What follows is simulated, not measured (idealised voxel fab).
Process module heading - voxel capacitor over wiring
The cross-section shown here is cut; it is 190 nm wide and divided into square cells measuring 5 nm on a side.
Cross-section, as written here: a square-cell grid given band by band from the top down, where a band holds one or more rows of cells. Band: top height; bottom height; in nm. Then, left to right: material with width in nm, for each material. "everywhere": a single material spanning edge to edge. "blank": empty space. For the purposes of this specification, 0 denotes the height below which the wafer in its as-received condition is composed wholly of one material, and the lowermost band, lacking a lower limit, extends downward without end, as expressed in "0 nm and below". Graded width ("30..40"): value in top row of band = first number; value in bottom row = second number; row-to-row change constant. A step reported as "nothing different" is a step in which no cell of the cross-section changed. Entry "Fully sealed voids". Content: empty spaces with no open connection to the top, size 8 cells or greater. Each: width x height at distance. Distance: from left edge. Unit: nm. Read whatever lies past the settings on a step's line as the simulator's own remark about the step. overlay nm: mask offset rightward from planned place, masked step; negative means leftward offset.

Below is the list of planned process steps:
step 1: RECEIVE,material Si
step 2: CONFORMAL_DEP,material SiO2,thk nm 15
step 3: DIRECTIONAL_DEP,material TiN,thk nm 5
step 4: DIRECTIONAL_DEP,material Ru,thk nm 20
step 5: DIRECTIONAL_DEP,material aC,thk nm 10
step 6: PATTERN,tone cover,mask id METAL_1,material resist,width nm 20,pitch nm 70,thk nm 25,overlay nm 0
step 7: DIRECTIONAL_ETCH,etch materials aC,depth nm 10
step 8: STRIP,etch materials resist
step 9: DIRECTIONAL_ETCH,etch materials Ru,depth nm 20
step 10: DIRECTIONAL_ETCH,etch materials TiN,depth nm 5
step 11: STRIP,etch materials aC
step 12: CONFORMAL_DEP,material SiN,thk nm 5
step 13: FILL_DEP,material SiO2,thk nm 10
step 14: CMP,height nm 40
step 15: CONFORMAL_DEP,material SiCN,thk nm 5
step 16: DIRECTIONAL_DEP,material lowk,thk nm 10
step 17: MASKED_ETCH,tone open,mask id PLUG_1,width nm 15,etch materials lowk,depth nm 10,overlay nm 0
step 18: MASKED_ETCH,tone open,mask id PLUG_1,width nm 15,etch materials SiCN,depth nm 5,overlay nm -15
step 19: EPI,material Ru,thk nm 10
step 20: EPI,material Ru,thk nm 5
step 21: DIRECTIONAL_DEP,material TiN,thk nm 5
step 22: DIRECTIONAL_DEP,material HfO2,thk nm 5
step 23: DIRECTIONAL_DEP,material TiN,thk nm 5
step 24: DIRECTIONAL_DEP,material aC,thk nm 10
step 25: PATTERN,tone cover,mask id UPPER_PLATE,material resist,width nm 55,thk nm 30,overlay nm 0
step 26: DIRECTIONAL_ETCH,etch materials aC,depth nm 10
step 27: STRIP,etch materials resist
step 28: DIRECTIONAL_ETCH,etch materials TiN,depth nm 5
step 29: DIRECTIONAL_ETCH,etch materials HfO2,depth nm 5
step 30: STRIP,etch materials aC
step 31: MASKED_ETCH,tone cover,mask id LOWER_PLATE,width nm 65,etch materials TiN,depth nm 5,overlay nm 0
step 32: FILL_DEP,material SiO2,thk nm 15
step 33: CMP,height nm 80
step 34: PATTERN,tone open,mask id PLUG_2,material resist,width nm 15,thk nm 15,overlay nm 0
step 35: DIRECTIONAL_ETCH,etch materials SiO2,depth nm 10
step 36: STRIP,etch materials resist
step 37: CONFORMAL_DEP,material TiN,thk nm 5
step 38: FILL_DEP,material Cu,thk nm 5
step 39: CMP,height nm 80
step 40: CONFORMAL_DEP,material SiN,thk nm 5
The overlay nm used in step 18 is not the same on every wafer, whereas the starting condition is; the value printed in the plan is the first wafer's.

After step 1, as received: first of several wafers, cross-section:
  0 nm and below = Si everywhere
  Fully sealed voids: none

Cross-section after step 40, the final step of the module, for the first of several wafers:
  85 nm to 80 nm = SiN everywhere
  80 nm to 75 nm = 65 nm SiO2  5 nm TiN  5 nm Cu  5 nm TiN  110 nm SiO2
  75 nm to 65 nm = 65..70 nm SiO2  15..40 nm TiN  110..80 nm SiO2
  65 nm to 60 nm = 70 nm SiO2  40 nm HfO2  80 nm SiO2
  60 nm to 55 nm = 50 nm SiO2  65 nm TiN  75 nm SiO2
  55 nm to 50 nm = 55 nm lowk  15 nm HfO2  120 nm lowk
  50 nm to 45 nm = 55 nm lowk  15 nm TiN  120 nm lowk
  45 nm to 40 nm = SiCN everywhere
  40 nm to 20 nm = 45 nm SiO2  5 nm SiN  20 nm Ru  5 nm SiN  40 nm SiO2  5 nm SiN  20 nm Ru  5 nm SiN  45 nm SiO2
  20 nm to 15 nm = 50 nm SiN  20 nm TiN  50 nm SiN  20 nm TiN  50 nm SiN
  15 nm to 0 nm = SiO2 everywhere
  0 nm and below = Si everywhere
  Fully sealed voids: none

At the end of the module, the last of several wafers in cross-section:
  85 nm to 80 nm = SiN everywhere
  80 nm to 75 nm = 65 nm SiO2  5 nm TiN  5 nm Cu  5 nm TiN  110 nm SiO2
  75 nm to 65 nm = 65..70 nm SiO2  15..40 nm TiN  110..80 nm SiO2
  65 nm to 60 nm = 70 nm SiO2  40 nm HfO2  80 nm SiO2
  60 nm to 55 nm = 50 nm SiO2  65 nm TiN  75 nm SiO2
  55 nm to 50 nm = 55 nm lowk  15 nm HfO2  120 nm lowk
  50 nm to 45 nm = 55 nm lowk  15 nm TiN  120 nm lowk
  45 nm to 40 nm = SiCN everywhere
  40 nm to 20 nm = 45 nm SiO2  5 nm SiN  20 nm Ru  5 nm SiN  40 nm SiO2  5 nm SiN  20 nm Ru  5 nm SiN  45 nm SiO2
  20 nm to 15 nm = 50 nm SiN  20 nm TiN  50 nm SiN  20 nm TiN  50 nm SiN
  15 nm to 0 nm = SiO2 everywhere
  0 nm and below = Si everywhere
  Fully sealed voids: none

Here is how to read the rows: every wafer has a row, and it shows the wafer at the end of the module, giving for each material how many cells were gained (+) or lost (-) since the wafer was received, then listing its closed voids:
overlay nm -15, +1 Cu, +11 HfO2, +32 Ru, +38 SiCN, +84 SiN, +373 SiO2, +37 TiN, +70 lowk, Fully sealed voids: none
overlay nm -10, +1 Cu, +11 HfO2, +39 Ru, +37 SiCN, +84 SiN, +367 SiO2, +37 TiN, +70 lowk, Fully sealed voids: none
overlay nm -5, +1 Cu, +11 HfO2, +40 Ru, +36 SiCN, +84 SiN, +367 SiO2, +37 TiN, +70 lowk, Fully sealed voids: none
overlay nm 0, +1 Cu, +11 HfO2, +41 Ru, +35 SiCN, +84 SiN, +367 SiO2, +37 TiN, +70 lowk, Fully sealed voids: none
overlay nm 5, +1 Cu, +11 HfO2, +40 Ru, +36 SiCN, +84 SiN, +367 SiO2, +37 TiN, +70 lowk, Fully sealed voids: none
overlay nm 10, +1 Cu, +11 HfO2, +39 Ru, +37 SiCN, +84 SiN, +367 SiO2, +37 TiN, +70 lowk, Fully sealed voids: none
overlay nm 15, +1 Cu, +11 HfO2, +32 Ru, +38 SiCN, +84 SiN, +373 SiO2, +37 TiN, +70 lowk, Fully sealed voids: none
